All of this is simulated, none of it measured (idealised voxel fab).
Process module under the name voxel transistor to metal
Cross-section cut: width 210 nm, square cells of 5 nm.
The cross-sections in this document take the form of a grid made of square cells. They are written out as bands, in order from top to bottom. Each band consists of one or more rows of cells. This entry defines a band. It first specifies the height of the band's top and the height of its bottom in nm, and then specifies the band's materials from left to right, stating each material with its width in nm. The word "everywhere" identifies a single material that fills the band from edge to edge, while the word "blank" identifies empty space. Convention: height 0 is the level below which the wafer, as received, is all one material. The lowest band does not terminate at the bottom but continues downward, represented as "0 nm and below". When a width is written as two numbers, as in "30 to 40", the first number is the width in the top row of cells of the band and the second is the width in its bottom row, and the width changes by the same amount from each row to the next. What does "left unchanged" mean for a step? It means no cell of the cross-section changed in that step. "Closed void roster" enumerates empty spaces isolated from the top, with no open way to it, that contain at least 8 cells, giving each as width x height at distance from the left edge, all three in nm. That trailing text on a step's line, after the settings, is the simulator's own remark on the step. You can add "overlay nm" to a step's line. For a step with a mask, it describes how far the mask lay to the right of its planned position, and a negative number describes a lay to the left.

The process steps that were planned are listed below:
1 RECEIVE | material Si
2 CONFORMAL_DEP | material SiO2 | thk nm 5
3 CONFORMAL_DEP | material SiN | thk nm 10
4 DIRECTIONAL_DEP | material aC | thk nm 10
5 PATTERN | tone cover | mask id ACTIVE | material resist | width nm 135 | thk nm 30 | overlay nm 0
6 DIRECTIONAL_ETCH | etch materials aC | depth nm 10
7 STRIP | etch materials resist
8 DIRECTIONAL_ETCH | etch materials SiN | depth nm 10
9 DIRECTIONAL_ETCH | etch materials SiO2 | depth nm 5
10 DIRECTIONAL_ETCH | etch materials Si | depth nm 25
11 STRIP | etch materials aC
12 OXIDIZE | depth nm 5
13 FILL_DEP | material SiO2 | thk nm 15
14 CMP | height nm 15
15 SELECTIVE_ETCH | etch materials SiO2 | depth nm 5
16 STRIP | etch materials SiN
17 SELECTIVE_ETCH | etch materials SiO2 | depth nm 5
18 OXIDIZE | depth nm 5
19 DIRECTIONAL_DEP | material polySi | thk nm 20
20 DIRECTIONAL_DEP | material SiCN | thk nm 15
21 DIRECTIONAL_DEP | material aC | thk nm 10
22 PATTERN | tone cover | mask id GATE | material resist | width nm 35 | thk nm 25 | overlay nm 0
23 DIRECTIONAL_ETCH | etch materials aC | depth nm 10
24 STRIP | etch materials resist
25 DIRECTIONAL_ETCH | etch materials SiCN | depth nm 25
26 DIRECTIONAL_ETCH | etch materials polySi | depth nm 30
27 STRIP | etch materials aC
28 CONFORMAL_DEP | material SiO2 | thk nm 5
29 DIRECTIONAL_ETCH | etch materials SiO2 | depth nm 5
30 CONFORMAL_DEP | material SiN | thk nm 5
31 DIRECTIONAL_ETCH | etch materials SiN | depth nm 5
32 DIRECTIONAL_ETCH | etch materials SiO2 | depth nm 5
33 EPI | material pSi | thk nm 5
34 FILL_DEP | material SiO2 | thk nm 10
35 CMP | height nm 20
36 STRIP | etch materials polySi
37 SELECTIVE_ETCH | etch materials SiO2 | depth nm 5
38 CONFORMAL_DEP | material HfO2 | thk nm 5
39 CONFORMAL_DEP | material TiN | thk nm 5
40 FILL_DEP | material W | thk nm 10
41 CMP | height nm 15
42 DIRECTIONAL_DEP | material SiO2 | thk nm 15
43 MASKED_ETCH | tone open | mask id CONTACT | width nm 20 | pitch nm 95 | etch materials SiO2 | depth nm 30 | overlay nm 0
44 CONFORMAL_DEP | material TiN | thk nm 5
45 FILL_DEP | material W | thk nm 10
46 CMP | height nm 30
47 CONFORMAL_DEP | material SiN | thk nm 5
48 DIRECTIONAL_DEP | material SiO2 | thk nm 15
49 PATTERN | tone open | mask id METAL_1 | material resist | width nm 20 | pitch nm 95 | thk nm 20 | overlay nm 0
50 DIRECTIONAL_ETCH | etch materials SiO2 | depth nm 15
51 DIRECTIONAL_ETCH | etch materials SiN | depth nm 5
52 STRIP | etch materials resist
53 CONFORMAL_DEP | material TiN | thk nm 5
54 FILL_DEP | material Cu | thk nm 10
55 CMP | height nm 50
56 EPI | material Ru | thk nm 5
57 FILL_DEP | material SiCN | thk nm 5

Incoming wafer in cross-section (state: after step 1):
- 0 nm and below | Si everywhere
- Closed void roster: none

Module complete - cross-section of the first of two wafers, run according to plan:
- 60 nm to 55 nm | SiCN everywhere
- 55 nm to 50 nm | 40 nm SiCN / 30 nm Ru / 65 nm SiCN / 30 nm Ru / 45 nm SiCN
- 50 nm to 35 nm | 45 nm SiO2 / 5 nm TiN / 10 nm Cu / 5 nm TiN / 75 nm SiO2 / 5 nm TiN / 10 nm Cu / 5 nm TiN / 50 nm SiO2
- 35 nm to 30 nm | 45 nm SiN / 20 nm TiN / 75 nm SiN / 20 nm TiN / 50 nm SiN
- 30 nm to 15 nm | 45 nm SiO2 / 5 nm TiN / 10 nm W / 5 nm TiN / 75 nm SiO2 / 5 nm TiN / 10 nm W / 5 nm TiN / 50 nm SiO2
- 15 nm to 5 nm | 45 nm SiO2 / 5 nm TiN / 10 nm W / 5 nm TiN / 10 nm SiO2 / 5 nm SiN / 5 nm HfO2 / 5 nm TiN / 25 nm W / 5 nm TiN / 5 nm HfO2 / 5 nm SiN / 10 nm SiO2 / 5 nm TiN / 10 nm W / 5 nm TiN / 50 nm SiO2
- 5 nm to 0 nm | 35 nm SiO2 / 5 nm SiN / 5 nm SiO2 / 20 nm TiN / 10 nm SiO2 / 5 nm SiN / 5 nm HfO2 / 35 nm TiN / 5 nm HfO2 / 5 nm SiN / 10 nm SiO2 / 20 nm TiN / 5 nm SiO2 / 5 nm SiN / 40 nm SiO2
- 0 nm to -5 nm | 40 nm SiO2 / 35 nm pSi / 5 nm SiO2 / 45 nm HfO2 / 5 nm SiO2 / 35 nm pSi / 45 nm SiO2
- -5 nm to -30 nm | 40 nm SiO2 / 125 nm Si / 45 nm SiO2
- -30 nm and below | Si everywhere
- Closed void roster: none

So this is wafer number two of the two, cut at the end of the module - it started where the first did and had the same plan, we just got one thing wrong running it:
- 60 nm to 55 nm | SiCN everywhere
- 55 nm to 50 nm | 40 nm SiCN / 30 nm Ru / 65 nm SiCN / 30 nm Ru / 45 nm SiCN
- 50 nm to 35 nm | 45 nm SiO2 / 5 nm TiN / 10 nm Cu / 5 nm TiN / 75 nm SiO2 / 5 nm TiN / 10 nm Cu / 5 nm TiN / 50 nm SiO2
- 35 nm to 30 nm | 45 nm SiN / 20 nm TiN / 75 nm SiN / 20 nm TiN / 50 nm SiN
- 30 nm to 15 nm | 45 nm SiO2 / 5 nm TiN / 10 nm W / 5 nm TiN / 75 nm SiO2 / 5 nm TiN / 10 nm W / 5 nm TiN / 50 nm SiO2
- 15 nm to 5 nm | 45 nm SiO2 / 5 nm TiN / 10 nm W / 5 nm TiN / 5 nm SiN / 5 nm HfO2 / 5 nm TiN / 25 nm W / 5 nm TiN / 5 nm HfO2 / 5 nm SiN / 20 nm SiO2 / 5 nm TiN / 10 nm W / 5 nm TiN / 50 nm SiO2
- 5 nm to 0 nm | 35 nm SiO2 / 5 nm SiN / 5 nm SiO2 / 20 nm TiN / 5 nm SiN / 5 nm HfO2 / 35 nm TiN / 5 nm HfO2 / 5 nm SiN / 20 nm SiO2 / 20 nm TiN / 5 nm SiO2 / 5 nm SiN / 40 nm SiO2
- 0 nm to -5 nm | 40 nm SiO2 / 25 nm pSi / 5 nm SiO2 / 45 nm HfO2 / 5 nm SiO2 / 45 nm pSi / 45 nm SiO2
- -5 nm to -30 nm | 40 nm SiO2 / 125 nm Si / 45 nm SiO2
- -30 nm and below | Si everywhere
- Closed void roster: none
The mistake made against the process plan was this: step 22 was processed under conditions differing from the plan, specifically as PATTERN | tone cover | mask id GATE | material resist | width nm 35 | thk nm 25 | overlay nm -10
Comparing end states, the material composition by cell count is preserved from the first wafer to the second, while the locations of the cells are not.
